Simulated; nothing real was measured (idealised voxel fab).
This section sets out a process module, namely voxel wiring stack.
Xsec cut, 225 nm wide, square cell size 5 nm.
A cross-section is a grid of square cells, given in bands from the top down. A band is one or more rows of cells. Per band: top height and bottom height in nm, followed by the left-to-right materials and their widths in nm; "throughout" marks a single material spanning edge to edge, "air" marks empty space. The level at which height equals 0 is the one under which the wafer, as it arrives, is entirely one material. No lower edge exists for the bottom band, which continues downward and is notated as in "0 down". Read "30->40" as a graded width: first number on top, second number at the bottom, same change between each pair of neighbouring rows. "no alteration" means the step left every cell of the cross-section as it was. This entry, "Sealed void list", enumerates those empty regions of no fewer than 8 cells that possess no open connection to the top. Each region is reported in the form width x height at distance, the distance being taken from the left edge, with all three quantities expressed in nm. Post-settings text on a step line: simulator's own remark regarding the step. A step's line can hold "overlay nm"; with a mask on that step, the setting says how far right of the planned place the mask lay, while a negative setting says it lay to the left.

Process steps - plan
- 1: RECEIVE | material Si
- 2: CONFORMAL_DEP | material SiO2 | thk nm 15
- 3: CONFORMAL_DEP | material SiCN | thk nm 5
- 4: DIRECTIONAL_DEP | material lowk | thk nm 20
- 5: DIRECTIONAL_DEP | material aC | thk nm 10
- 6: PATTERN | tone open | mask id METAL_1 | material resist | width nm 20 | pitch nm 35 | thk nm 30 | overlay nm 0
- 7: DIRECTIONAL_ETCH | etch materials aC | depth nm 10
- 8: STRIP | etch materials resist
- 9: DIRECTIONAL_ETCH | etch materials lowk | depth nm 20
- 10: DIRECTIONAL_ETCH | etch materials SiCN | depth nm 5
- 11: STRIP | etch materials aC
- 12: CONFORMAL_DEP | material TiN | thk nm 5
- 13: FILL_DEP | material Cu | thk nm 10
- 14: CMP | height nm 40
- 15: CONFORMAL_DEP | material SiCN | thk nm 5
- 16: DIRECTIONAL_DEP | material lowk | thk nm 30
- 17: PATTERN | tone open | mask id METAL_2 | material resist | width nm 20 | pitch nm 35 | thk nm 20 | overlay nm 0
- 18: DIRECTIONAL_ETCH | etch materials lowk | depth nm 15
- 19: STRIP | etch materials resist
- 20: PATTERN | tone open | mask id METAL_2_HOLES | material resist | width nm 15 | pitch nm 35 | thk nm 15 | overlay nm 0
- 21: DIRECTIONAL_ETCH | etch materials lowk | depth nm 15
- 22: DIRECTIONAL_ETCH | etch materials SiCN | depth nm 5
- 23: STRIP | etch materials resist
- 24: CONFORMAL_DEP | material TiN | thk nm 5
- 25: FILL_DEP | material Ru | thk nm 10
- 26: CMP | height nm 75
- 27: CONFORMAL_DEP | material SiCN | thk nm 5
- 28: DIRECTIONAL_DEP | material lowk | thk nm 25
- 29: MASKED_ETCH | tone open | mask id METAL_3 | width nm 20 | pitch nm 35 | etch materials lowk | depth nm 15 | overlay nm 0
- 30: PATTERN | tone open | mask id METAL_3_HOLES | material resist | width nm 15 | pitch nm 70 | thk nm 15 | overlay nm 0
- 31: DIRECTIONAL_ETCH | etch materials lowk | depth nm 10
- 32: DIRECTIONAL_ETCH | etch materials SiCN | depth nm 5
- 33: STRIP | etch materials resist
- 34: CONFORMAL_DEP | material TiN | thk nm 5
- 35: FILL_DEP | material Ru | thk nm 10
- 36: CMP | height nm 105
- 37: CONFORMAL_DEP | material SiCN | thk nm 5

As received (post step 1): cross-section
0 down | Si throughout
Sealed void list: none

Cross-section: first of two wafers, module finished, run according to plan
110 to 105 | SiCN throughout
105 to 95 | 65 of lowk; 5 of TiN; 10 of Ru; 5 of TiN; 15 of lowk; 5 of TiN; 10 of Ru; 5 of TiN; 15 of lowk; 5 of TiN; 10 of Ru; 5 of TiN; 70 of lowk
95 to 90 | 65 of lowk; 5 of TiN; 5 of Ru; 10 of TiN; 15 of lowk; 20 of TiN; 15 of lowk; 5 of TiN; 5 of Ru; 10 of TiN; 70 of lowk
90 to 80 | 65 of lowk; 5 of TiN; 5 of Ru; 5 of TiN; 55 of lowk; 5 of TiN; 5 of Ru; 5 of TiN; 75 of lowk
80 to 75 | 65 of SiCN; 15 of TiN; 55 of SiCN; 15 of TiN; 75 of SiCN
75 to 65 | 65 of lowk; 5 of TiN; 10 of Ru; 5 of TiN; 15 of lowk; 5 of TiN; 10 of Ru; 5 of TiN; 15 of lowk; 5 of TiN; 10 of Ru; 5 of TiN; 70 of lowk
65 to 60 | 65 of lowk; 5 of TiN; 5 of Ru; 10 of TiN; 15 of lowk; 5 of TiN; 5 of Ru; 10 of TiN; 15 of lowk; 5 of TiN; 5 of Ru; 10 of TiN; 70 of lowk
60 to 45 | 65 of lowk; 5 of TiN; 5 of Ru; 5 of TiN; 20 of lowk; 5 of TiN; 5 of Ru; 5 of TiN; 20 of lowk; 5 of TiN; 5 of Ru; 5 of TiN; 75 of lowk
45 to 40 | 65 of SiCN; 15 of TiN; 20 of SiCN; 15 of TiN; 20 of SiCN; 15 of TiN; 75 of SiCN
40 to 20 | 65 of lowk; 5 of TiN; 10 of Cu; 5 of TiN; 15 of lowk; 5 of TiN; 10 of Cu; 5 of TiN; 15 of lowk; 5 of TiN; 10 of Cu; 5 of TiN; 70 of lowk
20 to 15 | 65 of SiCN; 20 of TiN; 15 of SiCN; 20 of TiN; 15 of SiCN; 20 of TiN; 70 of SiCN
15 to 0 | SiO2 throughout
0 down | Si throughout
Sealed void list: none

Wafer two (of two), end-of-module cross-section: start = wafer one, plan = wafer one, one run mistake
110 to 105 | SiCN throughout
105 to 95 | 75->60 of Ru; 5->20 of TiN; 5 of lowk; 5 of TiN; 5 of Ru; 5 of TiN; 20 of lowk; 5 of TiN; 20->5 of Ru; 5->20 of TiN; 5 of lowk; 5 of TiN; 65 of Ru
95 to 90 | 65 of TiN; 20 of lowk; 15 of TiN; 20 of lowk; 15 of TiN; 20 of lowk; 70 of TiN
90 to 80 | lowk throughout
80 to 75 | SiCN throughout
75 to 65 | 65 of lowk; 5 of TiN; 10 of Ru; 5 of TiN; 15 of lowk; 5 of TiN; 10 of Ru; 5 of TiN; 15 of lowk; 5 of TiN; 10 of Ru; 5 of TiN; 70 of lowk
65 to 60 | 65 of lowk; 5 of TiN; 5 of Ru; 10 of TiN; 15 of lowk; 5 of TiN; 5 of Ru; 10 of TiN; 15 of lowk; 5 of TiN; 5 of Ru; 10 of TiN; 70 of lowk
60 to 45 | 65 of lowk; 5 of TiN; 5 of Ru; 5 of TiN; 20 of lowk; 5 of TiN; 5 of Ru; 5 of TiN; 20 of lowk; 5 of TiN; 5 of Ru; 5 of TiN; 75 of lowk
45 to 40 | 65 of SiCN; 15 of TiN; 20 of SiCN; 15 of TiN; 20 of SiCN; 15 of TiN; 75 of SiCN
40 to 20 | 65 of lowk; 5 of TiN; 10 of Cu; 5 of TiN; 15 of lowk; 5 of TiN; 10 of Cu; 5 of TiN; 15 of lowk; 5 of TiN; 10 of Cu; 5 of TiN; 70 of lowk
20 to 15 | 65 of SiCN; 20 of TiN; 15 of SiCN; 20 of TiN; 15 of SiCN; 20 of TiN; 70 of SiCN
15 to 0 | SiO2 throughout
0 down | Si throughout
Sealed void list: none
Nonconformance to the process plan: step 29 did not happen as planned, as run it was MASKED_ETCH | tone cover | mask id METAL_3 | width nm 20 | pitch nm 35 | etch materials lowk | depth nm 15 | overlay nm 0
The closing comparison, in cells, has the second wafer with more or fewer of some materials than the first: Ru +42; SiCN +6; TiN +15; lowk -63
